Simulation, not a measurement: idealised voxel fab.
Process module in this document: voxel transistor to metal
FYI the section here is cut, 150 nm wide, cells are 5 nm squares.
Cross-section layout: square cells on a grid; listed as bands, top to bottom; a band spans one or more cell rows. First you get the band's top height and its bottom height, in nm, and then the materials it's made of, left to right, with each width in nm. If you see a single material with "throughout", that one covers the band edge to edge. "blank" is empty space. Heights are expressed relative to 0, this being the level below which the as-received wafer comprises one material exclusively. The lowest band is unbounded in the downward direction and is denoted as in "0 nm and below". Width: "30->40" (first number = top row, second number = bottom row, same change from row to row of cells). No cell of the cross-section changed in a step that is given as "identical to before". Closed-off voids of 8+ cells (no open route to the top) go in "Trapped voids", written width x height at distance from the left edge, in nm. Formally, on a step line, whatever follows the settings is a remark that the simulator itself makes on the step. overlay nm: where the mask lay relative to plan, measured to the right, on steps with a mask; negatives go left.

# The process steps that were planned are listed below
step 1: RECEIVE: material Si
step 2: OXIDIZE: depth nm 5
step 3: CONFORMAL_DEP: material SiN, thk nm 15
step 4: PATTERN: tone cover, mask id ACTIVE, material resist, width nm 90, thk nm 20, overlay nm 0
step 5: DIRECTIONAL_ETCH: etch materials SiN, depth nm 15
step 6: DIRECTIONAL_ETCH: etch materials SiO2, depth nm 5
step 7: DIRECTIONAL_ETCH: etch materials Si, depth nm 25
step 8: STRIP: etch materials resist
step 9: FILL_DEP: material SiO2, thk nm 5
step 10: CMP: height nm 15
step 11: SELECTIVE_ETCH: etch materials SiO2, depth nm 15
step 12: STRIP: etch materials SiN
step 13: SELECTIVE_ETCH: etch materials SiO2, depth nm 5
step 14: OXIDIZE: depth nm 5
step 15: DIRECTIONAL_DEP: material polySi, thk nm 25
step 16: DIRECTIONAL_DEP: material SiCN, thk nm 15
step 17: MASKED_ETCH: tone cover, mask id GATE, width nm 20, etch materials SiCN, depth nm 25, overlay nm 0
step 18: MASKED_ETCH: tone cover, mask id GATE, width nm 20, etch materials polySi, depth nm 35, overlay nm 0
step 19: CONFORMAL_DEP: material SiN, thk nm 10
step 20: DIRECTIONAL_ETCH: etch materials SiN, depth nm 10
step 21: DIRECTIONAL_ETCH: etch materials SiO2, depth nm 5
step 22: DIRECTIONAL_ETCH: etch materials Si, depth nm 5
step 23: EPI: material SiGe, thk nm 10
step 24: FILL_DEP: material SiO2, thk nm 5
step 25: CMP: height nm 35
step 26: DIRECTIONAL_DEP: material SiO2, thk nm 15
step 27: PATTERN: tone open, mask id CONTACT, material resist, width nm 15, pitch nm 65, thk nm 20, overlay nm 0
step 28: DIRECTIONAL_ETCH: etch materials SiO2, depth nm 55
step 29: STRIP: etch materials resist
step 30: CONFORMAL_DEP: material TiN, thk nm 5
step 31: FILL_DEP: material W, thk nm 10
step 32: CMP: height nm 50
step 33: DIRECTIONAL_DEP: material TiN, thk nm 5
step 34: DIRECTIONAL_DEP: material Ru, thk nm 25
step 35: DIRECTIONAL_DEP: material aC, thk nm 10
step 36: PATTERN: tone cover, mask id METAL_1, material resist, width nm 15, pitch nm 65, thk nm 25, overlay nm 0
step 37: DIRECTIONAL_ETCH: etch materials aC, depth nm 10
step 38: STRIP: etch materials resist
step 39: DIRECTIONAL_ETCH: etch materials Ru, depth nm 25
step 40: DIRECTIONAL_ETCH: etch materials TiN, depth nm 5
step 41: STRIP: etch materials aC
step 42: CONFORMAL_DEP: material SiN, thk nm 5
step 43: FILL_DEP: material SiO2, thk nm 5
step 44: CMP: height nm 80
step 45: CONFORMAL_DEP: material SiCN, thk nm 5
step 46: DIRECTIONAL_DEP: material SiO2, thk nm 35
step 47: PATTERN: tone open, mask id METAL_2, material resist, width nm 15, pitch nm 65, thk nm 20, overlay nm 0
step 48: DIRECTIONAL_ETCH: etch materials SiO2, depth nm 20
step 49: STRIP: etch materials resist
step 50: PATTERN: tone open, mask id METAL_2_HOLES, material resist, width nm 15, pitch nm 65, thk nm 20, overlay nm 0
step 51: DIRECTIONAL_ETCH: etch materials SiO2, depth nm 15
step 52: DIRECTIONAL_ETCH: etch materials SiCN, depth nm 5
step 53: STRIP: etch materials resist
step 54: CONFORMAL_DEP: material TiN, thk nm 5
step 55: FILL_DEP: material Ru, thk nm 10
step 56: CMP: height nm 120
step 57: CONFORMAL_DEP: material SiN, thk nm 5

# As-received state of the wafer in cross-section, equivalent to post-step 1
	0 nm and below | Si throughout
	Trapped voids: none

# The first of the two wafers as seen in cross-section once the module was finished; processing followed the plan
	125 nm to 120 nm | SiN throughout
	120 nm to 85 nm | SiO2 35 nm  TiN 5 nm  Ru 5 nm  TiN 5 nm  SiO2 50 nm  TiN 5 nm  Ru 5 nm  TiN 5 nm  SiO2 35 nm
	85 nm to 80 nm | SiCN 35 nm  TiN 15 nm  SiCN 50 nm  TiN 15 nm  SiCN 35 nm
	80 nm to 55 nm | SiO2 30 nm  SiN 5 nm  Ru 15 nm  SiN 5 nm  SiO2 40 nm  SiN 5 nm  Ru 15 nm  SiN 5 nm  SiO2 30 nm
	55 nm to 50 nm | SiN 35 nm  TiN 15 nm  SiN 50 nm  TiN 15 nm  SiN 35 nm
	50 nm to 35 nm | SiO2 35 nm  TiN 5 nm  W 5 nm  TiN 5 nm  SiO2 50 nm  TiN 5 nm  W 5 nm  TiN 5 nm  SiO2 35 nm
	35 nm to 20 nm | SiO2 35 nm  TiN 5 nm  W 5 nm  TiN 5 nm  SiO2 5 nm  SiN 10 nm  SiCN 20 nm  SiN 10 nm  SiO2 5 nm  TiN 5 nm  W 5 nm  TiN 5 nm  SiO2 35 nm
	20 nm to 5 nm | SiO2 35 nm  TiN 5 nm  W 5 nm  TiN 5 nm  SiO2 5 nm  SiN 10 nm  polySi 20 nm  SiN 10 nm  SiO2 5 nm  TiN 5 nm  W 5 nm  TiN 5 nm  SiO2 35 nm
	5 nm to 0 nm | SiO2 35 nm  TiN 15 nm  SiO2 5 nm  SiN 10 nm  polySi 20 nm  SiN 10 nm  SiO2 5 nm  TiN 15 nm  SiO2 35 nm
	0 nm to -5 nm | SiO2 35 nm  TiN 10 nm  SiGe 10 nm  SiN 10 nm  polySi 20 nm  SiN 10 nm  SiGe 10 nm  TiN 10 nm  SiO2 35 nm
	-5 nm to -10 nm | SiO2 25 nm  SiGe 30 nm  SiO2 40 nm  SiGe 30 nm  SiO2 25 nm
	-10 nm to -15 nm | SiO2 30 nm  SiGe 25 nm  Si 40 nm  SiGe 25 nm  SiO2 30 nm
	-15 nm to -30 nm | SiO2 30 nm  Si 90 nm  SiO2 30 nm
	-30 nm and below | Si throughout
	Trapped voids: none

# Cross-section, second wafer: same start as the first, same plan as the first, one mistake in running it; taken at the end of the module
	140 nm to 135 nm | SiN throughout
	135 nm to 125 nm | Ru throughout
	125 nm to 120 nm | TiN 40 nm  Ru 5 nm  TiN 60 nm  Ru 5 nm  TiN 40 nm
	120 nm to 85 nm | SiO2 35 nm  TiN 5 nm  Ru 5 nm  TiN 5 nm  SiO2 50 nm  TiN 5 nm  Ru 5 nm  TiN 5 nm  SiO2 35 nm
	85 nm to 80 nm | SiCN 35 nm  TiN 15 nm  SiCN 50 nm  TiN 15 nm  SiCN 35 nm
	80 nm to 55 nm | SiO2 30 nm  SiN 5 nm  Ru 15 nm  SiN 5 nm  SiO2 40 nm  SiN 5 nm  Ru 15 nm  SiN 5 nm  SiO2 30 nm
	55 nm to 50 nm | SiN 35 nm  TiN 15 nm  SiN 50 nm  TiN 15 nm  SiN 35 nm
	50 nm to 35 nm | SiO2 35 nm  TiN 5 nm  W 5 nm  TiN 5 nm  SiO2 50 nm  TiN 5 nm  W 5 nm  TiN 5 nm  SiO2 35 nm
	35 nm to 20 nm | SiO2 35 nm  TiN 5 nm  W 5 nm  TiN 5 nm  SiO2 5 nm  SiN 10 nm  SiCN 20 nm  SiN 10 nm  SiO2 5 nm  TiN 5 nm  W 5 nm  TiN 5 nm  SiO2 35 nm
	20 nm to 5 nm | SiO2 35 nm  TiN 5 nm  W 5 nm  TiN 5 nm  SiO2 5 nm  SiN 10 nm  polySi 20 nm  SiN 10 nm  SiO2 5 nm  TiN 5 nm  W 5 nm  TiN 5 nm  SiO2 35 nm
	5 nm to 0 nm | SiO2 35 nm  TiN 15 nm  SiO2 5 nm  SiN 10 nm  polySi 20 nm  SiN 10 nm  SiO2 5 nm  TiN 15 nm  SiO2 35 nm
	0 nm to -5 nm | SiO2 35 nm  TiN 10 nm  SiGe 10 nm  SiN 10 nm  polySi 20 nm  SiN 10 nm  SiGe 10 nm  TiN 10 nm  SiO2 35 nm
	-5 nm to -10 nm | SiO2 25 nm  SiGe 30 nm  SiO2 40 nm  SiGe 30 nm  SiO2 25 nm
	-10 nm to -15 nm | SiO2 30 nm  SiGe 25 nm  Si 40 nm  SiGe 25 nm  SiO2 30 nm
	-15 nm to -30 nm | SiO2 30 nm  Si 90 nm  SiO2 30 nm
	-30 nm and below | Si throughout
	Trapped voids: none
What was done differently from what was planned? step 56 of the plan was excluded from execution and never run
Heads up, by the end the second wafer has more or fewer cells of some materials compared to the first: Ru: 62 more | TiN: 28 more
